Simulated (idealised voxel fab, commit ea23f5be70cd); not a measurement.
Documented hereafter: the process module known as voxel released beams.
It is cross-section cut that appears here, measuring 240 nm in width, its square cells being 5 nm in size.
A cross-section is a grid of square cells, given in bands from the top down. A band is one or more rows of cells.
The entry gives the band's vertical extent as a top height and a bottom height in nm, then its horizontal make-up as materials from left to right, each with a width in nm. "air" stands for empty space; a single material marked "full width" fills the band edge to edge.
Measure heights from 0. That's the level where, below it, the as-received wafer is all one material. The lowest band is bottomless and extends downward; write it as in "z 0 and below".
A width given as "30->40" starts at the first number in the band's top row and ends at the second number in its bottom row, shifting by an equal amount at every step from row to row.
Any step labelled "identical to before" changed none of the cells in the cross-section.
Enclosed voids (no open way to top), threshold 8 cells or more, entry "Closed void catalog", notation width x height at distance, distance from left edge, nm.
What comes after the settings on a step's line is commentary from the simulator itself on that step.
"overlay nm" answers the question of how far to the right of plan the mask lay on a step that has a mask, and when it is negative the answer is to the left.
**Planned step list for the process**
1: RECEIVE [material Si]
2: CONFORMAL_DEP [material Al2O3] [thk nm 5]
3: DIRECTIONAL_DEP [material SiO2] [thk nm 20]
4: MASKED_ETCH [tone open] [mask id ANCHOR] [width nm 25] [etch materials SiO2] [depth nm 20] [overlay nm 0]
5: CONFORMAL_DEP [material polySi] [thk nm 10]
6: MASKED_ETCH [tone cover] [mask id BEAM] [width nm 110] [etch materials polySi] [depth nm 10] [overlay nm 0]
7: STRIP [etch materials SiO2]
**The cross-section here shows the wafer as received, i.e. in its state after step 1**
> z 0 and below = Si full width
> Closed void catalog: none
**The plan above was carried out on the starting structure above with one mistake, and this cross-section shows the wafer at the end of the module**
> z 30 to 20 = 60 of air | 15 of polySi | 5 of air | 90 of polySi | 70 of air
> z 20 to 10 = 65 of air | 10 of polySi | 5 of air | 10 of polySi | 150 of air
> z 10 to 0 = 65 of air | 25 of polySi | 150 of air
> z 0 and below = Si full width
> Closed void catalog: none
Deviation from plan: step 2 of the plan was bypassed and not carried out
